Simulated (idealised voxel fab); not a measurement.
Process module, titled voxel wiring stack
Square cells of 5 nm make up the cross-section cut, whose width is 240 nm.
Cross-section layout: square cells on a grid; listed as bands, top to bottom; a band spans one or more cell rows.
Band: top height; bottom height; in nm. Then, left to right: material with width in nm, for each material. "edge to edge": a single material spanning edge to edge. "empty": empty space.
Heights are expressed relative to 0, this being the level below which the as-received wafer comprises one material exclusively. The lowest band is unbounded in the downward direction and is denoted as in "0 down".
Quick explanation for "30->40": the width changes in equal steps down the rows of cells, from the first number in the band's top row to the second number in its bottom row.
Where a step carries "no modification", the cross-section came out of it unchanged, cell for cell.
Entry "Enclosed cavity list" = empty spaces >= 8 cells with no open way to the top; each as width x height at distance, distance from left edge, all nm.
It should be noted that, on the line of a given step, the content following the step's settings is a remark produced by the simulator itself with respect to that step.
overlay nm: how far to the right of its planned place the mask lay on this masked step (negative: to the left).

**Set out below are the planned steps of the process**
1,RECEIVE: material Si
2,CONFORMAL_DEP: material SiO2, thk nm 15
3,DIRECTIONAL_DEP: material TiN, thk nm 5
4,DIRECTIONAL_DEP: material Ru, thk nm 20
5,MASKED_ETCH: tone cover, mask id METAL_1, width nm 25, pitch nm 40, etch materials Ru, depth nm 20, overlay nm 0
6,MASKED_ETCH: tone cover, mask id METAL_1, width nm 25, pitch nm 40, etch materials TiN, depth nm 5, overlay nm 0
7,FILL_DEP: material SiO2, thk nm 5
8,CMP: height nm 40
9,CONFORMAL_DEP: material SiCN, thk nm 5
10,DIRECTIONAL_DEP: material lowk, thk nm 15
11,MASKED_ETCH: tone open, mask id PLUG_1, width nm 15, pitch nm 40, etch materials lowk, depth nm 15, overlay nm 0
12,MASKED_ETCH: tone open, mask id PLUG_1, width nm 15, pitch nm 40, etch materials SiCN, depth nm 5, overlay nm 0
13,EPI: material Ru, thk nm 10
14,EPI: material Ru, thk nm 10
15,CONFORMAL_DEP: material SiN, thk nm 5
16,DIRECTIONAL_DEP: material SiO2, thk nm 15
17,DIRECTIONAL_DEP: material aC, thk nm 15
18,PATTERN: tone open, mask id METAL_2, material resist, width nm 25, pitch nm 40, thk nm 30, overlay nm 0
19,DIRECTIONAL_ETCH: etch materials aC, depth nm 15
20,STRIP: etch materials resist
21,DIRECTIONAL_ETCH: etch materials SiO2, depth nm 15
22,DIRECTIONAL_ETCH: etch materials SiN, depth nm 5
23,STRIP: etch materials aC
24,CONFORMAL_DEP: material TiN, thk nm 5
25,FILL_DEP: material Cu, thk nm 5
26,CMP: height nm 80
27,CONFORMAL_DEP: material SiCN, thk nm 5
28,DIRECTIONAL_DEP: material SiO2, thk nm 25
29,MASKED_ETCH: tone open, mask id METAL_3_HOLES, width nm 15, etch materials SiO2, depth nm 25, overlay nm 0
30,DIRECTIONAL_DEP: material aC, thk nm 15
31,PATTERN: tone open, mask id METAL_3, material resist, width nm 25, pitch nm 40, thk nm 30, overlay nm 0
32,DIRECTIONAL_ETCH: etch materials aC, depth nm 15
33,STRIP: etch materials resist
34,DIRECTIONAL_ETCH: etch materials SiO2, depth nm 15
35,DIRECTIONAL_ETCH: etch materials SiCN, depth nm 5
36,STRIP: etch materials aC
37,CONFORMAL_DEP: material TiN, thk nm 5
38,FILL_DEP: material Ru, thk nm 10
39,CMP: height nm 110
40,CONFORMAL_DEP: material SiCN, thk nm 5
41,DIRECTIONAL_DEP: material SiO2, thk nm 30
42,PATTERN: tone open, mask id METAL_4, material resist, width nm 25, pitch nm 40, thk nm 20, overlay nm 0
43,DIRECTIONAL_ETCH: etch materials SiO2, depth nm 20
44,STRIP: etch materials resist
45,MASKED_ETCH: tone open, mask id METAL_4_HOLES, width nm 15, pitch nm 40, etch materials SiO2, depth nm 10, overlay nm 0
46,MASKED_ETCH: tone open, mask id METAL_4_HOLES, width nm 15, pitch nm 40, etch materials SiCN, depth nm 5, overlay nm 0
47,CONFORMAL_DEP: material TiN, thk nm 5
48,FILL_DEP: material Cu, thk nm 5
49,CMP: height nm 145
50,CONFORMAL_DEP: material SiN, thk nm 5

**Cross-section of the wafer at receipt, which is the condition after step 1**
> 0 down  Si edge to edge
> Enclosed cavity list: none

**Here's the cross-section of the first of our two wafers at the end of the module - it ran as planned**
> 150 to 145  SiN edge to edge
> 145 to 130  SiO2 85 | TiN 5 | Cu 15 | TiN 5 | SiO2 15 | TiN 5 | Cu 15 | TiN 5 | SiO2 90
> 130 to 125  SiO2 85 | TiN 5 | Cu 5 | TiN 15 | SiO2 15 | TiN 5 | Cu 5 | TiN 15 | SiO2 90
> 125 to 115  SiO2 85 | TiN 5 | Cu 5 | TiN 5 | SiO2 25 | TiN 5 | Cu 5 | TiN 5 | SiO2 100
> 115 to 110  SiCN 85 | TiN 15 | SiCN 25 | TiN 15 | SiCN 100
> 110 to 100  SiO2 85 | TiN 5 | Ru 15 | TiN 5 | SiO2 15 | TiN 5 | Ru 15 | TiN 5 | SiO2 90
> 100 to 95  SiO2 85 | TiN 5 | Ru 5 | TiN 15 | SiO2 15 | TiN 25 | SiO2 90
> 95 to 85  SiO2 85 | TiN 5 | Ru 5 | TiN 5 | SiO2 140
> 85 to 80  SiCN 85 | TiN 15 | SiCN 140
> 80 to 65  SiO2 85 | TiN 5 | Cu 15 | TiN 5 | SiO2 15 | TiN 5 | Cu 15 | TiN 5 | SiO2 90
> 65 to 60  SiN 85 | TiN 25 | SiN 15 | TiN 25 | SiN 90
> 60 to 45  lowk 85 | Ru 15 | lowk 25 | Ru 15 | lowk 100
> 45 to 40  SiCN 85 | Ru 15 | SiCN 25 | Ru 15 | SiCN 100
> 40 to 20  SiO2 85 | Ru 25 | SiO2 15 | Ru 25 | SiO2 90
> 20 to 15  SiO2 85 | TiN 25 | SiO2 15 | TiN 25 | SiO2 90
> 15 to 0  SiO2 edge to edge
> 0 down  Si edge to edge
> Enclosed cavity list: none

**Second wafer cross-section at end of module - shared start and plan with the first, one mistake in the run**
> 150 to 145  SiN edge to edge
> 145 to 130  SiO2 85 | TiN 5 | Cu 15 | TiN 5 | SiO2 15 | TiN 5 | Cu 15 | TiN 5 | SiO2 90
> 130 to 125  SiO2 85 | TiN 5 | Cu 5 | TiN 15 | SiO2 15 | TiN 5 | Cu 5 | TiN 15 | SiO2 90
> 125 to 115  SiO2 85 | TiN 5 | Cu 5 | TiN 5 | SiO2 25 | TiN 5 | Cu 5 | TiN 5 | SiO2 100
> 115 to 110  SiCN 85 | TiN 15 | SiCN 25 | TiN 15 | SiCN 100
> 110 to 100  SiO2 85 | TiN 5 | Ru 15 | TiN 5 | SiO2 15 | TiN 5 | Ru 15 | TiN 5 | SiO2 90
> 100 to 95  SiO2 85 | TiN 5 | Ru 5 | TiN 15 | SiO2 15 | TiN 25 | SiO2 90
> 95 to 85  SiO2 85 | TiN 5 | Ru 5 | TiN 5 | SiO2 140
> 85 to 80  SiCN 85 | TiN 15 | SiCN 140
> 80 to 65  SiO2 85 | TiN 5 | Cu 15 | TiN 5 | SiO2 15 | TiN 5 | Cu 15 | TiN 5 | SiO2 90
> 65 to 60  SiN 85 | TiN 25 | SiN 15 | TiN 25 | SiN 90
> 60 to 45  lowk 85 | Ru 15 | lowk 25 | Ru 15 | lowk 100
> 45 to 40  SiCN 85 | Ru 15 | SiCN 25 | Ru 15 | SiCN 100
> 40 to 20  SiO2 85 | Ru 25 | SiO2 15 | Ru 25 | SiO2 90
> 20 to 15  SiO2 85 | TiN 30 | SiO2 10 | TiN 30 | SiO2 85
> 15 to 0  SiO2 edge to edge
> 0 down  Si edge to edge
> Enclosed cavity list: none
What was the processing mistake? step 6 ran with different settings than intended, the actual operation and settings being MASKED_ETCH: tone cover, mask id METAL_1, width nm 25, pitch nm 40, etch materials TiN, depth nm 5, overlay nm 5
Materials where the second wafer ends with more or fewer cells than the first: 2 fewer of SiO2 | 2 more of TiN
